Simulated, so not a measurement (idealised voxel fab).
Process module, titled voxel self aligned vias
Section cut is 240 nm wide and gridded with 5 nm square cells.
Cross-section layout: square cells on a grid; listed as bands, top to bottom; a band spans one or more cell rows.
First you get the band's top height and its bottom height, in nm, and then the materials it's made of, left to right, with each width in nm. If you see a single material with "edge to edge", that one covers the band edge to edge. "air" is empty space.
The level at which height equals 0 is the one under which the wafer, as it arrives, is entirely one material. No lower edge exists for the bottom band, which continues downward and is notated as in "0 and below".
A width such as "30 to 40" changes by the same amount from each row of cells to the next, from the band's top row to its bottom row.
"nothing got changed" after a step means that no cell of the cross-section changed.
Listed in "Closed cavity list": every empty space of 8 or more cells without an open way to the top. Form: width x height at distance, the distance being from the left edge, all in nm.
Whatever follows a step's settings on its line is a remark the simulator itself makes about that step.
The line of a step may include "overlay nm". On a step with a mask, this value is how far to the right of its planned place the mask lay. A negative value means the mask lay to the left.
### This section lists the process steps that were planned
1: op RECEIVE | material Si
2: op CONFORMAL_DEP | material SiO2 | thk nm 15
3: op CONFORMAL_DEP | material SiCN | thk nm 5
4: op DIRECTIONAL_DEP | material lowk | thk nm 25
5: op DIRECTIONAL_DEP | material aC | thk nm 15
6: op PATTERN | tone open | mask id LINES | material resist | width nm 25 | pitch nm 65 | thk nm 35 | overlay nm 0
7: op DIRECTIONAL_ETCH | etch materials aC | depth nm 15
8: op STRIP | etch materials resist
9: op DIRECTIONAL_ETCH | etch materials lowk | depth nm 25
10: op STRIP | etch materials aC
11: op CONFORMAL_DEP | material TiN | thk nm 5
12: op FILL_DEP | material W | thk nm 5
13: op CMP | height nm 45
14: op SELECTIVE_ETCH | etch materials W Ru TiN | depth nm 10
15: op FILL_DEP | material SiN | thk nm 5
16: op CMP | height nm 45
17: op DIRECTIONAL_DEP | material lowk | thk nm 15
18: op MASKED_ETCH | tone open | mask id VIAS | width nm 35 | pitch nm 130 | etch materials lowk | depth nm 15 | overlay nm 0
19: op MASKED_ETCH | tone open | mask id VIAS | width nm 35 | pitch nm 130 | etch materials SiN | depth nm 10 | overlay nm 0
20: op CONFORMAL_DEP | material TiN | thk nm 5
21: op FILL_DEP | material Cu | thk nm 5
22: op CMP | height nm 60
23: op CONFORMAL_DEP | material SiCN | thk nm 5
### As-received state of the wafer in cross-section, equivalent to post-step 1
  0 and below | Si edge to edge
  Closed cavity list: none
### first wafer at the end, as planned
  65 down to 60 | SiCN edge to edge
  60 down to 50 | lowk 35  TiN 5  Cu 25  TiN 5  lowk 95  TiN 5  Cu 25  TiN 5  lowk 40
  50 down to 45 | lowk 35  TiN 10  Cu 15  TiN 10  lowk 95  TiN 10  Cu 15  TiN 10  lowk 40
  45 down to 40 | lowk 40  TiN 5  Cu 15  TiN 5  lowk 40  SiN 25  lowk 40  TiN 5  Cu 15  TiN 5  lowk 45
  40 down to 35 | lowk 40  TiN 25  lowk 40  SiN 25  lowk 40  TiN 25  lowk 45
  35 down to 25 | lowk 40  TiN 5  W 15  TiN 5  lowk 40  TiN 5  W 15  TiN 5  lowk 40  TiN 5  W 15  TiN 5  lowk 45
  25 down to 20 | lowk 40  TiN 25  lowk 40  TiN 25  lowk 40  TiN 25  lowk 45
  20 down to 15 | SiCN edge to edge
  15 down to 0 | SiO2 edge to edge
  0 and below | Si edge to edge
  Closed cavity list: none
### Wafer two (of two), end-of-module cross-section: start = wafer one, plan = wafer one, one run mistake
  65 down to 60 | SiCN edge to edge
  60 down to 50 | lowk 35  TiN 5  Cu 25  TiN 5  lowk 95  TiN 5  Cu 25  TiN 5  lowk 40
  50 down to 45 | lowk 35  TiN 10  Cu 15  TiN 10  lowk 95  TiN 10  Cu 15  TiN 10  lowk 40
  45 down to 40 | lowk 40  TiN 5  Cu 15  TiN 5  lowk 40  SiN 25  lowk 40  TiN 5  Cu 15  TiN 5  lowk 45
  40 down to 35 | lowk 40  TiN 25  lowk 40  SiN 25  lowk 40  TiN 25  lowk 45
  35 down to 30 | SiCN edge to edge
  30 down to 0 | SiO2 edge to edge
  0 and below | Si edge to edge
  Closed cavity list: none
Deviation noted in wafer processing: heads up, step 2 of the plan got done twice
Count the cells at the end and the second wafer has more or fewer of some materials than the first: SiO2 +144, TiN -27, W -18, lowk -99
